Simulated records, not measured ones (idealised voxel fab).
The following is a process module called voxel double patterning.
For reference, the cross-section in this document is cut, with width 180 nm and square cells of 5 nm.
Think of the cross-section as a grid of square cells. We describe it in bands, top to bottom, and each band covers one or more rows of those cells.
Read a band's entry like this: the first values are the height of its top and the height of its bottom in nm, and what follows is the sequence of materials from left to right, each with its width in nm. Note that "blank" is empty space, and that a single material marked "edge to edge" reaches across the band from edge to edge.
We count height from 0. Below that, the starting wafer is all one material. The lowest band never ends at the bottom but goes on down; see "0 nm and below" for how that is written.
Note: "30..40" means the width goes from the first number (top row of the band) to the second number (bottom row) in equal steps per row of cells.
Where the words "nothing was modified" appear for a step, the cross-section shows no cell changed by that step; every cell remained as before.
Basically, "Voids lacking openings" tells you about the enclosed voids: empty spaces with no open way to the top, 8 cells or bigger, each written width x height at distance, where distance is from the left edge, all in nm.
Heads up: the bit after the settings on a step's line is the simulator's remark on that step.
overlay nm: mask offset rightward from planned place, masked step; negative means leftward offset.
The following list gives the planned process steps:
1,RECEIVE, material Si
2,CONFORMAL_DEP, material SiO2, thk nm 10
3,DIRECTIONAL_DEP, material polySi, thk nm 10
4,DIRECTIONAL_DEP, material SiN, thk nm 10
5,MASKED_ETCH, tone open, mask id FIRST, width nm 15, pitch nm 50, etch materials SiN, depth nm 10, overlay nm 0
6,DIRECTIONAL_DEP, material aC, thk nm 15
7,PATTERN, tone open, mask id SECOND, material resist, width nm 15, thk nm 35, overlay nm -15
8,DIRECTIONAL_ETCH, etch materials aC, depth nm 15
9,STRIP, etch materials resist
10,DIRECTIONAL_ETCH, etch materials SiN, depth nm 10
11,STRIP, etch materials aC
12,DIRECTIONAL_ETCH, etch materials polySi, depth nm 10
13,STRIP, etch materials SiN
Don't read the plan's overlay nm for step 7 as applying to every wafer: that's the first wafer's value, and the wafers differ in it, though they all start identical.
The first of several wafers in cross-section, exactly as it reached us after step 1:
    0 nm and below  Si edge to edge
    Voids lacking openings: none
Quick look at the cross-section of the first of several wafers after step 13, which wraps up the module:
    20 nm to 10 nm  polySi 55 nm, then blank 25 nm, then polySi 25 nm, then blank 15 nm, then polySi 60 nm
    10 nm to 0 nm  SiO2 edge to edge
    0 nm and below  Si edge to edge
    Voids lacking openings: none
Cross-sectional view of the final wafer of several at the module's end:
    20 nm to 10 nm  polySi 55 nm, then blank 15 nm, then polySi 25 nm, then blank 25 nm, then polySi 60 nm
    10 nm to 0 nm  SiO2 edge to edge
    0 nm and below  Si edge to edge
    Voids lacking openings: none
End of module, by wafer: material-by-material cell gain (+) or loss (-) since receipt, then closed voids:
overlay nm -15; +72 SiO2; +56 polySi; Voids lacking openings: none
overlay nm -10; +72 SiO2; +54 polySi; Voids lacking openings: none
overlay nm -5; +72 SiO2; +54 polySi; Voids lacking openings: none
overlay nm 0; +72 SiO2; +54 polySi; Voids lacking openings: none
overlay nm 5; +72 SiO2; +54 polySi; Voids lacking openings: none
overlay nm 10; +72 SiO2; +54 polySi; Voids lacking openings: none
overlay nm 15; +72 SiO2; +56 polySi; Voids lacking openings: none
